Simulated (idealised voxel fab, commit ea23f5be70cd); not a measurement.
process module | voxel wiring stack
cross-section cut | 195 nm wide | cells 5 nm
A cross-section is a grid of square cells, given in bands from the top down. A band is one or more rows of cells.
Each band's line starts with the height of the band's top and of its bottom, in nm. Then come its materials from left to right, each with its width in nm. One material with "throughout" fills the band from edge to edge. "air" is empty space.
Height 0 is the level under which the wafer as received is all one material. The lowest band goes on downwards, as in "0 down".
A width such as "30 to 40" changes by the same amount from each row of cells to the next, from the band's top row to its bottom row.
"no change" after a step means that no cell of the cross-section changed.
closed voids: empty space of 8 cells or more with no open way to the top, each as width x height at its distance from the left edge, in nm
after a step's settings: what the simulator itself notes on the step
overlay nm, on a step with a mask: how far to the right of its planned place the mask lay; to the left if negative
Each pair below shows a cross-section before one step and the cross-section after it, down to the lowest band that changed. The line under each pair gives the step between them, with its settings. The pairs can come from different runs of this module on the same starting wafer, so a pair continues from the pair above only where its "before" says so.
before
  0 down: Si throughout
  closed voids: none
after
  10 to 0: SiO2 throughout
  below 0: unchanged
  closed voids: none
the step between: op CONFORMAL_DEP | material SiO2 | thk nm 10
before: the cross-section after the pair above
after
  15 to 10: TiN throughout
  below 10: unchanged
  closed voids: none
the step between: op DIRECTIONAL_DEP | material TiN | thk nm 5
before: the cross-section after the pair above
after
  35 to 15: W throughout
  below 15: unchanged
  closed voids: none
the step between: op DIRECTIONAL_DEP | material W | thk nm 20
before: the cross-section after the pair above
after
  45 to 35: aC throughout
  below 35: unchanged
  closed voids: none
the step between: op DIRECTIONAL_DEP | material aC | thk nm 10
before: the cross-section after the pair above
after
  70 to 45: air 60 | resist 25 | air 25 | resist 25 | air 60
  below 45: unchanged
  closed voids: none
the step between: op PATTERN | tone cover | mask id METAL_1 | material resist | width nm 25 | pitch nm 50 | thk nm 25 | overlay nm 0
before: the cross-section after the pair above
after
  60 to 45: air 60 | resist 25 | air 25 | resist 25 | air 60
  45 to 35: air 60 | aC 25 | air 25 | aC 25 | air 60
  below 35: unchanged
  closed voids: none
the step between: op DIRECTIONAL_ETCH | etch materials aC | depth nm 10
before: the cross-section after the pair above
after
  45 to 35: air 60 | aC 25 | air 25 | aC 25 | air 60
  below 35: unchanged
  closed voids: none
the step between: op STRIP | etch materials resist
before: the cross-section after the pair above
after
  45 to 35: air 60 | aC 25 | air 25 | aC 25 | air 60
  35 to 15: air 60 | W 25 | air 25 | W 25 | air 60
  below 15: unchanged
  closed voids: none
the step between: op DIRECTIONAL_ETCH | etch materials W | depth nm 20
before: the cross-section after the pair above
after
  45 to 35: air 60 | aC 25 | air 25 | aC 25 | air 60
  35 to 15: air 60 | W 25 | air 25 | W 25 | air 60
  15 to 10: air 60 | TiN 25 | air 25 | TiN 25 | air 60
  below 10: unchanged
  closed voids: none
the step between: op DIRECTIONAL_ETCH | etch materials TiN | depth nm 5
before: the cross-section after the pair above
after
  35 to 15: air 60 | W 25 | air 25 | W 25 | air 60
  below 15: unchanged
  closed voids: none
the step between: op STRIP | etch materials aC
before: the cross-section after the pair above
after
  40 to 35: lowk throughout
  35 to 15: lowk 60 | W 25 | lowk 25 | W 25 | lowk 60
  15 to 10: lowk 60 | TiN 25 | lowk 25 | TiN 25 | lowk 60
  below 10: unchanged
  closed voids: none
the step between: op FILL_DEP | material lowk | thk nm 5
before: the cross-section after the pair above
after
  35 to 15: lowk 60 | W 25 | lowk 25 | W 25 | lowk 60
  below 15: unchanged
  closed voids: none
the step between: op CMP | height nm 35
before: the cross-section after the pair above
after
  40 to 35: SiCN throughout
  below 35: unchanged
  closed voids: none
the step between: op CONFORMAL_DEP | material SiCN | thk nm 5
before: the cross-section after the pair above
after
  50 to 40: lowk throughout
  below 40: unchanged
  closed voids: none
the step between: op DIRECTIONAL_DEP | material lowk | thk nm 10
before: the cross-section after the pair above
after
  50 to 40: lowk 60 | air 15 | lowk 120
  below 40: unchanged
  closed voids: none
the step between: op MASKED_ETCH | tone open | mask id PLUG_1 | width nm 15 | etch materials lowk | depth nm 10 | overlay nm 0
before: the cross-section after the pair above
after
  50 to 40: lowk 60 | air 15 | lowk 120
  40 to 35: SiCN 60 | air 15 | SiCN 120
  below 35: unchanged
  closed voids: none
the step between: op MASKED_ETCH | tone open | mask id PLUG_1 | width nm 15 | etch materials SiCN | depth nm 5 | overlay nm 0
before: the cross-section after the pair above
after
  55 to 50: TiN 65 | air 5 | TiN 125
  50 to 40: lowk 60 | TiN 5 | air 5 | TiN 5 | lowk 120
  40 to 35: SiCN 60 | TiN 15 | SiCN 120
  below 35: unchanged
  closed voids: none
the step between: op CONFORMAL_DEP | material TiN | thk nm 5
before: the cross-section after the pair above
after
  60 to 55: W throughout
  55 to 50: TiN 65 | W 5 | TiN 125
  50 to 40: lowk 60 | TiN 5 | W 5 | TiN 5 | lowk 120
  below 40: unchanged
  closed voids: none
the step between: op FILL_DEP | material W | thk nm 5
before: the cross-section after the pair above
after
  50 to 40: lowk 60 | TiN 5 | W 5 | TiN 5 | lowk 120
  below 40: unchanged
  closed voids: none
the step between: op CMP | height nm 50
before: the cross-section after the pair above
after
  55 to 50: TiN throughout
  below 50: unchanged
  closed voids: none
the step between: op DIRECTIONAL_DEP | material TiN | thk nm 5
before: the cross-section after the pair above
after
  75 to 55: W throughout
  below 55: unchanged
  closed voids: none
the step between: op DIRECTIONAL_DEP | material W | thk nm 20
before: the cross-section after the pair above
after
  90 to 75: air 60 | resist 25 | air 25 | resist 25 | air 60
  below 75: unchanged
  closed voids: none
the step between: op PATTERN | tone cover | mask id METAL_2 | material resist | width nm 25 | pitch nm 50 | thk nm 15 | overlay nm 0
before: the cross-section after the pair above
after
  90 to 75: air 60 | resist 25 | air 25 | resist 25 | air 60
  75 to 55: air 60 | W 25 | air 25 | W 25 | air 60
  below 55: unchanged
  closed voids: none
the step between: op DIRECTIONAL_ETCH | etch materials W | depth nm 20
before: the cross-section after the pair above
after
  90 to 75: air 60 | resist 25 | air 25 | resist 25 | air 60
  75 to 55: air 60 | W 25 | air 25 | W 25 | air 60
  55 to 50: air 60 | TiN 25 | air 25 | TiN 25 | air 60
  below 50: unchanged
  closed voids: none
the step between: op DIRECTIONAL_ETCH | etch materials TiN | depth nm 5
before: the cross-section after the pair above
after
  75 to 55: air 60 | W 25 | air 25 | W 25 | air 60
  below 55: unchanged
  closed voids: none
the step between: op STRIP | etch materials resist
before: the cross-section after the pair above
after
  80 to 75: air 55 | SiCN 35 | air 15 | SiCN 35 | air 55
  75 to 55: air 55 | SiCN 5 | W 25 | SiCN 5 | air 15 | SiCN 5 | W 25 | SiCN 5 | air 55
  55 to 50: SiCN 60 | TiN 25 | SiCN 25 | TiN 25 | SiCN 60
  below 50: unchanged
  closed voids: none
the step between: op CONFORMAL_DEP | material SiCN | thk nm 5
before: the cross-section after the pair above
after
  90 to 80: lowk throughout
  80 to 75: lowk 55 | SiCN 35 | lowk 15 | SiCN 35 | lowk 55
  75 to 55: lowk 55 | SiCN 5 | W 25 | SiCN 5 | lowk 15 | SiCN 5 | W 25 | SiCN 5 | lowk 55
  below 55: unchanged
  closed voids: none
the step between: op FILL_DEP | material lowk | thk nm 10
before: the cross-section after the pair above
after
  75 to 55: lowk 55 | SiCN 5 | W 25 | SiCN 5 | lowk 15 | SiCN 5 | W 25 | SiCN 5 | lowk 55
  below 55: unchanged
  closed voids: none
the step between: op CMP | height nm 75
before: the cross-section after the pair above
after
  80 to 75: SiN throughout
  below 75: unchanged
  closed voids: none
the step between: op CONFORMAL_DEP | material SiN | thk nm 5
before
  90 to 80: lowk throughout
  80 to 75: lowk 55 | SiCN 35 | lowk 15 | SiCN 35 | lowk 55
  75 to 55: lowk 55 | SiCN 5 | W 25 | SiCN 5 | lowk 15 | SiCN 5 | W 25 | SiCN 5 | lowk 55
  55 to 50: SiCN 60 | TiN 25 | SiCN 25 | TiN 25 | SiCN 60
  50 to 40: lowk 60 | TiN 5 | W 5 | TiN 5 | lowk 120
  40 to 35: SiCN 60 | TiN 15 | SiCN 120
  35 to 15: lowk 60 | W 25 | lowk 25 | W 25 | lowk 60
  15 to 10: lowk 60 | TiN 25 | lowk 25 | TiN 25 | lowk 60
  10 to 0: SiO2 throughout
  0 down: Si throughout
  closed voids: none
after
  95 to 90: SiN throughout
  below 90: unchanged
  closed voids: none
the step between: op CONFORMAL_DEP | material SiN | thk nm 5
before
  10 to 0: SiO2 throughout
  0 down: Si throughout
  closed voids: none
after
  30 to 10: W throughout
  below 10: unchanged
  closed voids: none
the step between: op DIRECTIONAL_DEP | material W | thk nm 20
before: the cross-section after the pair above
after
  35 to 30: TiN throughout
  below 30: unchanged
  closed voids: none
the step between: op DIRECTIONAL_DEP | material TiN | thk nm 5
before: the cross-section after the pair above
after
  45 to 35: aC throughout
  below 35: unchanged
  closed voids: none
the step between: op DIRECTIONAL_DEP | material aC | thk nm 10
before: the cross-section after the pair above
after
  70 to 45: air 60 | resist 25 | air 25 | resist 25 | air 60
  below 45: unchanged
  closed voids: none
the step between: op PATTERN | tone cover | mask id METAL_1 | material resist | width nm 25 | pitch nm 50 | thk nm 25 | overlay nm 0
before: the cross-section after the pair above
after
  60 to 45: air 60 | resist 25 | air 25 | resist 25 | air 60
  45 to 35: air 60 | aC 25 | air 25 | aC 25 | air 60
  below 35: unchanged
  closed voids: none
the step between: op DIRECTIONAL_ETCH | etch materials aC | depth nm 10
before: the cross-section after the pair above
after
  45 to 35: air 60 | aC 25 | air 25 | aC 25 | air 60
  below 35: unchanged
  closed voids: none
the step between: op STRIP | etch materials resist
before: the cross-section after the pair above
after
  45 to 35: air 60 | aC 25 | air 25 | aC 25 | air 60
  35 to 30: air 60 | TiN 25 | air 25 | TiN 25 | air 60
  below 30: unchanged
  closed voids: none
the step between: op DIRECTIONAL_ETCH | etch materials TiN | depth nm 5
before: the cross-section after the pair above
after
  35 to 30: air 60 | TiN 25 | air 25 | TiN 25 | air 60
  below 30: unchanged
  closed voids: none
the step between: op STRIP | etch materials aC
before: the cross-section after the pair above
after
  40 to 35: lowk throughout
  35 to 30: lowk 60 | TiN 25 | lowk 25 | TiN 25 | lowk 60
  below 30: unchanged
  closed voids: none
the step between: op FILL_DEP | material lowk | thk nm 5
before: the cross-section after the pair above
after
  35 to 30: lowk 60 | TiN 25 | lowk 25 | TiN 25 | lowk 60
  below 30: unchanged
  closed voids: none
the step between: op CMP | height nm 35
before: the cross-section after the pair above
after
  40 to 35: SiCN throughout
  below 35: unchanged
  closed voids: none
the step between: op CONFORMAL_DEP | material SiCN | thk nm 5
before: the cross-section after the pair above
after
  50 to 40: lowk throughout
  below 40: unchanged
  closed voids: none
the step between: op DIRECTIONAL_DEP | material lowk | thk nm 10
before: the cross-section after the pair above
after
  50 to 40: lowk 60 | air 15 | lowk 120
  below 40: unchanged
  closed voids: none
the step between: op MASKED_ETCH | tone open | mask id PLUG_1 | width nm 15 | etch materials lowk | depth nm 10 | overlay nm 0
before: the cross-section after the pair above
after
  50 to 40: lowk 60 | air 15 | lowk 120
  40 to 35: SiCN 60 | air 15 | SiCN 120
  below 35: unchanged
  closed voids: none
the step between: op MASKED_ETCH | tone open | mask id PLUG_1 | width nm 15 | etch materials SiCN | depth nm 5 | overlay nm 0
before: the cross-section after the pair above
after
  55 to 50: TiN 65 | air 5 | TiN 125
  50 to 40: lowk 60 | TiN 5 | air 5 | TiN 5 | lowk 120
  40 to 35: SiCN 60 | TiN 15 | SiCN 120
  below 35: unchanged
  closed voids: none
the step between: op CONFORMAL_DEP | material TiN | thk nm 5
before: the cross-section after the pair above
after
  60 to 55: W throughout
  55 to 50: TiN 65 | W 5 | TiN 125
  50 to 40: lowk 60 | TiN 5 | W 5 | TiN 5 | lowk 120
  below 40: unchanged
  closed voids: none
the step between: op FILL_DEP | material W | thk nm 5
before: the cross-section after the pair above
after
  50 to 40: lowk 60 | TiN 5 | W 5 | TiN 5 | lowk 120
  below 40: unchanged
  closed voids: none
the step between: op CMP | height nm 50
before: the cross-section after the pair above
after
  55 to 50: TiN throughout
  below 50: unchanged
  closed voids: none
the step between: op DIRECTIONAL_DEP | material TiN | thk nm 5
before: the cross-section after the pair above
after
  75 to 55: W throughout
  below 55: unchanged
  closed voids: none
the step between: op DIRECTIONAL_DEP | material W | thk nm 20
before: the cross-section after the pair above
after
  90 to 75: air 60 | resist 25 | air 25 | resist 25 | air 60
  below 75: unchanged
  closed voids: none
the step between: op PATTERN | tone cover | mask id METAL_2 | material resist | width nm 25 | pitch nm 50 | thk nm 15 | overlay nm 0
before: the cross-section after the pair above
after
  90 to 75: air 60 | resist 25 | air 25 | resist 25 | air 60
  75 to 55: air 60 | W 25 | air 25 | W 25 | air 60
  below 55: unchanged
  closed voids: none
the step between: op DIRECTIONAL_ETCH | etch materials W | depth nm 20
before: the cross-section after the pair above
after
  90 to 75: air 60 | resist 25 | air 25 | resist 25 | air 60
  75 to 55: air 60 | W 25 | air 25 | W 25 | air 60
  55 to 50: air 60 | TiN 25 | air 25 | TiN 25 | air 60
  below 50: unchanged
  closed voids: none
the step between: op DIRECTIONAL_ETCH | etch materials TiN | depth nm 5
before: the cross-section after the pair above
after
  75 to 55: air 60 | W 25 | air 25 | W 25 | air 60
  below 55: unchanged
  closed voids: none
the step between: op STRIP | etch materials resist
before: the cross-section after the pair above
after
  80 to 75: air 55 | SiCN 35 | air 15 | SiCN 35 | air 55
  75 to 55: air 55 | SiCN 5 | W 25 | SiCN 5 | air 15 | SiCN 5 | W 25 | SiCN 5 | air 55
  55 to 50: SiCN 60 | TiN 25 | SiCN 25 | TiN 25 | SiCN 60
  below 50: unchanged
  closed voids: none
the step between: op CONFORMAL_DEP | material SiCN | thk nm 5
before: the cross-section after the pair above
after
  90 to 80: lowk throughout
  80 to 75: lowk 55 | SiCN 35 | lowk 15 | SiCN 35 | lowk 55
  75 to 55: lowk 55 | SiCN 5 | W 25 | SiCN 5 | lowk 15 | SiCN 5 | W 25 | SiCN 5 | lowk 55
  below 55: unchanged
  closed voids: none
the step between: op FILL_DEP | material lowk | thk nm 10
before: the cross-section after the pair above
after
  75 to 55: lowk 55 | SiCN 5 | W 25 | SiCN 5 | lowk 15 | SiCN 5 | W 25 | SiCN 5 | lowk 55
  below 55: unchanged
  closed voids: none
the step between: op CMP | height nm 75
before: the cross-section after the pair above
after
  80 to 75: SiN throughout
  below 75: unchanged
  closed voids: none
the step between: op CONFORMAL_DEP | material SiN | thk nm 5
before
  90 to 80: lowk throughout
  80 to 75: lowk 55 | SiCN 35 | lowk 15 | SiCN 35 | lowk 55
  75 to 55: lowk 55 | SiCN 5 | W 25 | SiCN 5 | lowk 15 | SiCN 5 | W 25 | SiCN 5 | lowk 55
  55 to 50: SiCN 60 | TiN 25 | SiCN 25 | TiN 25 | SiCN 60
  50 to 40: lowk 60 | TiN 5 | W 5 | TiN 5 | lowk 120
  40 to 35: SiCN 60 | TiN 15 | SiCN 120
  35 to 15: lowk 60 | W 25 | lowk 25 | W 25 | lowk 60
  15 to 10: lowk 60 | TiN 25 | lowk 25 | TiN 25 | lowk 60
  10 to 0: SiO2 throughout
  0 down: Si throughout
  closed voids: none
after
  70 to 55: lowk 55 | SiCN 5 | W 25 | SiCN 5 | lowk 15 | SiCN 5 | W 25 | SiCN 5 | lowk 55
  below 55: unchanged
  closed voids: none
the step between: op CMP | height nm 70
before: the cross-section after the pair above
after
  75 to 70: SiN throughout
  below 70: unchanged
  closed voids: none
the step between: op CONFORMAL_DEP | material SiN | thk nm 5
before
  75 to 55: W throughout
  55 to 50: TiN throughout
  50 to 40: lowk 60 | TiN 5 | W 5 | TiN 5 | lowk 120
  40 to 35: SiCN 60 | TiN 15 | SiCN 120
  35 to 15: lowk 60 | W 25 | lowk 25 | W 25 | lowk 60
  15 to 10: lowk 60 | TiN 25 | lowk 25 | TiN 25 | lowk 60
  10 to 0: SiO2 throughout
  0 down: Si throughout
  closed voids: none
after
  90 to 75: air 65 | resist 20 | air 30 | resist 20 | air 60
  below 75: unchanged
  closed voids: none
the step between: op PATTERN | tone cover | mask id METAL_2 | material resist | width nm 20 | pitch nm 50 | thk nm 15 | overlay nm 0
before: the cross-section after the pair above
after
  90 to 75: air 65 | resist 20 | air 30 | resist 20 | air 60
  75 to 55: air 65 | W 20 | air 30 | W 20 | air 60
  below 55: unchanged
  closed voids: none
the step between: op DIRECTIONAL_ETCH | etch materials W | depth nm 20
before: the cross-section after the pair above
after
  90 to 75: air 65 | resist 20 | air 30 | resist 20 | air 60
  75 to 55: air 65 | W 20 | air 30 | W 20 | air 60
  55 to 50: air 65 | TiN 20 | air 30 | TiN 20 | air 60
  below 50: unchanged
  closed voids: none
the step between: op DIRECTIONAL_ETCH | etch materials TiN | depth nm 5
before: the cross-section after the pair above
after
  75 to 55: air 65 | W 20 | air 30 | W 20 | air 60
  below 55: unchanged
  closed voids: none
the step between: op STRIP | etch materials resist
before: the cross-section after the pair above
after
  80 to 75: air 60 | SiCN 30 | air 20 | SiCN 30 | air 55
  75 to 55: air 60 | SiCN 5 | W 20 | SiCN 5 | air 20 | SiCN 5 | W 20 | SiCN 5 | air 55
  55 to 50: SiCN 65 | TiN 20 | SiCN 30 | TiN 20 | SiCN 60
  below 50: unchanged
  closed voids: none
the step between: op CONFORMAL_DEP | material SiCN | thk nm 5
before: the cross-section after the pair above
after
  90 to 80: lowk throughout
  80 to 75: lowk 60 | SiCN 30 | lowk 20 | SiCN 30 | lowk 55
  75 to 55: lowk 60 | SiCN 5 | W 20 | SiCN 5 | lowk 20 | SiCN 5 | W 20 | SiCN 5 | lowk 55
  below 55: unchanged
  closed voids: none
the step between: op FILL_DEP | material lowk | thk nm 10
before: the cross-section after the pair above
after
  75 to 55: lowk 60 | SiCN 5 | W 20 | SiCN 5 | lowk 20 | SiCN 5 | W 20 | SiCN 5 | lowk 55
  below 55: unchanged
  closed voids: none
the step between: op CMP | height nm 75
before: the cross-section after the pair above
after
  80 to 75: SiN throughout
  below 75: unchanged
  closed voids: none
the step between: op CONFORMAL_DEP | material SiN | thk nm 5
before
  75 to 55: W throughout
  55 to 50: TiN throughout
  50 to 40: lowk 60 | TiN 5 | W 5 | TiN 5 | lowk 120
  40 to 35: SiCN 60 | TiN 15 | SiCN 120
  35 to 15: lowk 60 | W 25 | lowk 25 | W 25 | lowk 60
  15 to 10: lowk 60 | TiN 25 | lowk 25 | TiN 25 | lowk 60
  10 to 0: SiO2 throughout
  0 down: Si throughout
  closed voids: none
after
  90 to 75: air 65 | resist 25 | air 25 | resist 25 | air 55
  below 75: unchanged
  closed voids: none
the step between: op PATTERN | tone cover | mask id METAL_2 | material resist | width nm 25 | pitch nm 50 | thk nm 15 | overlay nm 5
before: the cross-section after the pair above
after
  90 to 75: air 65 | resist 25 | air 25 | resist 25 | air 55
  75 to 55: air 65 | W 25 | air 25 | W 25 | air 55
  below 55: unchanged
  closed voids: none
the step between: op DIRECTIONAL_ETCH | etch materials W | depth nm 20
before: the cross-section after the pair above
after
  90 to 75: air 65 | resist 25 | air 25 | resist 25 | air 55
  75 to 55: air 65 | W 25 | air 25 | W 25 | air 55
  55 to 50: air 65 | TiN 25 | air 25 | TiN 25 | air 55
  below 50: unchanged
  closed voids: none
the step between: op DIRECTIONAL_ETCH | etch materials TiN | depth nm 5
before: the cross-section after the pair above
after
  75 to 55: air 65 | W 25 | air 25 | W 25 | air 55
  below 55: unchanged
  closed voids: none
the step between: op STRIP | etch materials resist
before: the cross-section after the pair above
after
  80 to 75: air 60 | SiCN 35 | air 15 | SiCN 35 | air 50
  75 to 55: air 60 | SiCN 5 | W 25 | SiCN 5 | air 15 | SiCN 5 | W 25 | SiCN 5 | air 50
  55 to 50: SiCN 65 | TiN 25 | SiCN 25 | TiN 25 | SiCN 55
  below 50: unchanged
  closed voids: none
the step between: op CONFORMAL_DEP | material SiCN | thk nm 5
before: the cross-section after the pair above
after
  90 to 80: lowk throughout
  80 to 75: lowk 60 | SiCN 35 | lowk 15 | SiCN 35 | lowk 50
  75 to 55: lowk 60 | SiCN 5 | W 25 | SiCN 5 | lowk 15 | SiCN 5 | W 25 | SiCN 5 | lowk 50
  below 55: unchanged
  closed voids: none
the step between: op FILL_DEP | material lowk | thk nm 10
before: the cross-section after the pair above
after
  75 to 55: lowk 60 | SiCN 5 | W 25 | SiCN 5 | lowk 15 | SiCN 5 | W 25 | SiCN 5 | lowk 50
  below 55: unchanged
  closed voids: none
the step between: op CMP | height nm 75
before: the cross-section after the pair above
after
  80 to 75: SiN throughout
  below 75: unchanged
  closed voids: none
the step between: op CONFORMAL_DEP | material SiN | thk nm 5
before
  35 to 15: air 60 | W 25 | air 25 | W 25 | air 60
  15 to 10: air 60 | TiN 25 | air 25 | TiN 25 | air 60
  10 to 0: SiO2 throughout
  0 down: Si throughout
  closed voids: none
after
  40 to 35: aC throughout
  35 to 15: aC 60 | W 25 | aC 25 | W 25 | aC 60
  15 to 10: aC 60 | TiN 25 | aC 25 | TiN 25 | aC 60
  below 10: unchanged
  closed voids: none
the step between: op FILL_DEP | material aC | thk nm 5
before: the cross-section after the pair above
after
  35 to 15: aC 60 | W 25 | aC 25 | W 25 | aC 60
  below 15: unchanged
  closed voids: none
the step between: op CMP | height nm 35
before: the cross-section after the pair above
after
  40 to 35: SiCN throughout
  below 35: unchanged
  closed voids: none
the step between: op CONFORMAL_DEP | material SiCN | thk nm 5
before: the cross-section after the pair above
after
  50 to 40: lowk throughout
  below 40: unchanged
  closed voids: none
the step between: op DIRECTIONAL_DEP | material lowk | thk nm 10
before: the cross-section after the pair above
after
  50 to 40: lowk 60 | air 15 | lowk 120
  below 40: unchanged
  closed voids: none
the step between: op MASKED_ETCH | tone open | mask id PLUG_1 | width nm 15 | etch materials lowk | depth nm 10 | overlay nm 0
before: the cross-section after the pair above
after
  50 to 40: lowk 60 | air 15 | lowk 120
  40 to 35: SiCN 60 | air 15 | SiCN 120
  below 35: unchanged
  closed voids: none
the step between: op MASKED_ETCH | tone open | mask id PLUG_1 | width nm 15 | etch materials SiCN | depth nm 5 | overlay nm 0
before: the cross-section after the pair above
after
  55 to 50: TiN 65 | air 5 | TiN 125
  50 to 40: lowk 60 | TiN 5 | air 5 | TiN 5 | lowk 120
  40 to 35: SiCN 60 | TiN 15 | SiCN 120
  below 35: unchanged
  closed voids: none
the step between: op CONFORMAL_DEP | material TiN | thk nm 5
before: the cross-section after the pair above
after
  60 to 55: W throughout
  55 to 50: TiN 65 | W 5 | TiN 125
  50 to 40: lowk 60 | TiN 5 | W 5 | TiN 5 | lowk 120
  below 40: unchanged
  closed voids: none
the step between: op FILL_DEP | material W | thk nm 5
before: the cross-section after the pair above
after
  50 to 40: lowk 60 | TiN 5 | W 5 | TiN 5 | lowk 120
  below 40: unchanged
  closed voids: none
the step between: op CMP | height nm 50
before: the cross-section after the pair above
after
  55 to 50: TiN throughout
  below 50: unchanged
  closed voids: none
the step between: op DIRECTIONAL_DEP | material TiN | thk nm 5
before: the cross-section after the pair above
after
  75 to 55: W throughout
  below 55: unchanged
  closed voids: none
the step between: op DIRECTIONAL_DEP | material W | thk nm 20
before: the cross-section after the pair above
after
  90 to 75: air 60 | resist 25 | air 25 | resist 25 | air 60
  below 75: unchanged
  closed voids: none
the step between: op PATTERN | tone cover | mask id METAL_2 | material resist | width nm 25 | pitch nm 50 | thk nm 15 | overlay nm 0
before: the cross-section after the pair above
after
  90 to 75: air 60 | resist 25 | air 25 | resist 25 | air 60
  75 to 55: air 60 | W 25 | air 25 | W 25 | air 60
  below 55: unchanged
  closed voids: none
the step between: op DIRECTIONAL_ETCH | etch materials W | depth nm 20
before: the cross-section after the pair above
after
  90 to 75: air 60 | resist 25 | air 25 | resist 25 | air 60
  75 to 55: air 60 | W 25 | air 25 | W 25 | air 60
  55 to 50: air 60 | TiN 25 | air 25 | TiN 25 | air 60
  below 50: unchanged
  closed voids: none
the step between: op DIRECTIONAL_ETCH | etch materials TiN | depth nm 5
before: the cross-section after the pair above
after
  75 to 55: air 60 | W 25 | air 25 | W 25 | air 60
  below 55: unchanged
  closed voids: none
the step between: op STRIP | etch materials resist
before: the cross-section after the pair above
after
  80 to 75: air 55 | SiCN 35 | air 15 | SiCN 35 | air 55
  75 to 55: air 55 | SiCN 5 | W 25 | SiCN 5 | air 15 | SiCN 5 | W 25 | SiCN 5 | air 55
  55 to 50: SiCN 60 | TiN 25 | SiCN 25 | TiN 25 | SiCN 60
  below 50: unchanged
  closed voids: none
the step between: op CONFORMAL_DEP | material SiCN | thk nm 5
before: the cross-section after the pair above
after
  90 to 80: lowk throughout
  80 to 75: lowk 55 | SiCN 35 | lowk 15 | SiCN 35 | lowk 55
  75 to 55: lowk 55 | SiCN 5 | W 25 | SiCN 5 | lowk 15 | SiCN 5 | W 25 | SiCN 5 | lowk 55
  below 55: unchanged
  closed voids: none
the step between: op FILL_DEP | material lowk | thk nm 10
before: the cross-section after the pair above
after
  75 to 55: lowk 55 | SiCN 5 | W 25 | SiCN 5 | lowk 15 | SiCN 5 | W 25 | SiCN 5 | lowk 55
  below 55: unchanged
  closed voids: none
the step between: op CMP | height nm 75
before: the cross-section after the pair above
after
  80 to 75: SiN throughout
  below 75: unchanged
  closed voids: none
the step between: op CONFORMAL_DEP | material SiN | thk nm 5
before
  45 to 35: aC throughout
  35 to 15: W throughout
  15 to 10: TiN throughout
  10 to 0: SiO2 throughout
  0 down: Si throughout
  closed voids: none
after
  70 to 45: resist 60 | air 25 | resist 25 | air 25 | resist 60
  below 45: unchanged
  closed voids: none
the step between: op PATTERN | tone open | mask id METAL_1 | material resist | width nm 25 | pitch nm 50 | thk nm 25 | overlay nm 0
before: the cross-section after the pair above
after
  60 to 45: resist 60 | air 25 | resist 25 | air 25 | resist 60
  45 to 35: aC 60 | air 25 | aC 25 | air 25 | aC 60
  below 35: unchanged
  closed voids: none
the step between: op DIRECTIONAL_ETCH | etch materials aC | depth nm 10
before: the cross-section after the pair above
after
  45 to 35: aC 60 | air 25 | aC 25 | air 25 | aC 60
  below 35: unchanged
  closed voids: none
the step between: op STRIP | etch materials resist
before: the cross-section after the pair above
after
  45 to 35: aC 60 | air 25 | aC 25 | air 25 | aC 60
  35 to 15: W 60 | air 25 | W 25 | air 25 | W 60
  below 15: unchanged
  closed voids: none
the step between: op DIRECTIONAL_ETCH | etch materials W | depth nm 20
before: the cross-section after the pair above
after
  45 to 35: aC 60 | air 25 | aC 25 | air 25 | aC 60
  35 to 15: W 60 | air 25 | W 25 | air 25 | W 60
  15 to 10: TiN 60 | air 25 | TiN 25 | air 25 | TiN 60
  below 10: unchanged
  closed voids: none
the step between: op DIRECTIONAL_ETCH | etch materials TiN | depth nm 5
before: the cross-section after the pair above
after
  35 to 15: W 60 | air 25 | W 25 | air 25 | W 60
  below 15: unchanged
  closed voids: none
the step between: op STRIP | etch materials aC
before: the cross-section after the pair above
after
  40 to 35: lowk throughout
  35 to 15: W 60 | lowk 25 | W 25 | lowk 25 | W 60
  15 to 10: TiN 60 | lowk 25 | TiN 25 | lowk 25 | TiN 60
  below 10: unchanged
  closed voids: none
the step between: op FILL_DEP | material lowk | thk nm 5
before: the cross-section after the pair above
after
  35 to 15: W 60 | lowk 25 | W 25 | lowk 25 | W 60
  below 15: unchanged
  closed voids: none
the step between: op CMP | height nm 35
before: the cross-section after the pair above
after
  40 to 35: SiCN throughout
  below 35: unchanged
  closed voids: none
the step between: op CONFORMAL_DEP | material SiCN | thk nm 5
before: the cross-section after the pair above
after
  50 to 40: lowk throughout
  below 40: unchanged
  closed voids: none
the step between: op DIRECTIONAL_DEP | material lowk | thk nm 10
before: the cross-section after the pair above
after
  50 to 40: lowk 60 | air 15 | lowk 120
  below 40: unchanged
  closed voids: none
the step between: op MASKED_ETCH | tone open | mask id PLUG_1 | width nm 15 | etch materials lowk | depth nm 10 | overlay nm 0
before: the cross-section after the pair above
after
  50 to 40: lowk 60 | air 15 | lowk 120
  40 to 35: SiCN 60 | air 15 | SiCN 120
  below 35: unchanged
  closed voids: none
the step between: op MASKED_ETCH | tone open | mask id PLUG_1 | width nm 15 | etch materials SiCN | depth nm 5 | overlay nm 0
before: the cross-section after the pair above
after
  55 to 50: TiN 65 | air 5 | TiN 125
  50 to 40: lowk 60 | TiN 5 | air 5 | TiN 5 | lowk 120
  40 to 35: SiCN 60 | TiN 15 | SiCN 120
  below 35: unchanged
  closed voids: none
the step between: op CONFORMAL_DEP | material TiN | thk nm 5
before: the cross-section after the pair above
after
  60 to 55: W throughout
  55 to 50: TiN 65 | W 5 | TiN 125
  50 to 40: lowk 60 | TiN 5 | W 5 | TiN 5 | lowk 120
  below 40: unchanged
  closed voids: none
the step between: op FILL_DEP | material W | thk nm 5
before: the cross-section after the pair above
after
  50 to 40: lowk 60 | TiN 5 | W 5 | TiN 5 | lowk 120
  below 40: unchanged
  closed voids: none
the step between: op CMP | height nm 50
before: the cross-section after the pair above
after
  55 to 50: TiN throughout
  below 50: unchanged
  closed voids: none
the step between: op DIRECTIONAL_DEP | material TiN | thk nm 5
before: the cross-section after the pair above
after
  75 to 55: W throughout
  below 55: unchanged
  closed voids: none
the step between: op DIRECTIONAL_DEP | material W | thk nm 20
before: the cross-section after the pair above
after
  90 to 75: air 60 | resist 25 | air 25 | resist 25 | air 60
  below 75: unchanged
  closed voids: none
the step between: op PATTERN | tone cover | mask id METAL_2 | material resist | width nm 25 | pitch nm 50 | thk nm 15 | overlay nm 0
before: the cross-section after the pair above
after
  90 to 75: air 60 | resist 25 | air 25 | resist 25 | air 60
  75 to 55: air 60 | W 25 | air 25 | W 25 | air 60
  below 55: unchanged
  closed voids: none
the step between: op DIRECTIONAL_ETCH | etch materials W | depth nm 20
before: the cross-section after the pair above
after
  90 to 75: air 60 | resist 25 | air 25 | resist 25 | air 60
  75 to 55: air 60 | W 25 | air 25 | W 25 | air 60
  55 to 50: air 60 | TiN 25 | air 25 | TiN 25 | air 60
  below 50: unchanged
  closed voids: none
the step between: op DIRECTIONAL_ETCH | etch materials TiN | depth nm 5
before: the cross-section after the pair above
after
  75 to 55: air 60 | W 25 | air 25 | W 25 | air 60
  below 55: unchanged
  closed voids: none
the step between: op STRIP | etch materials resist
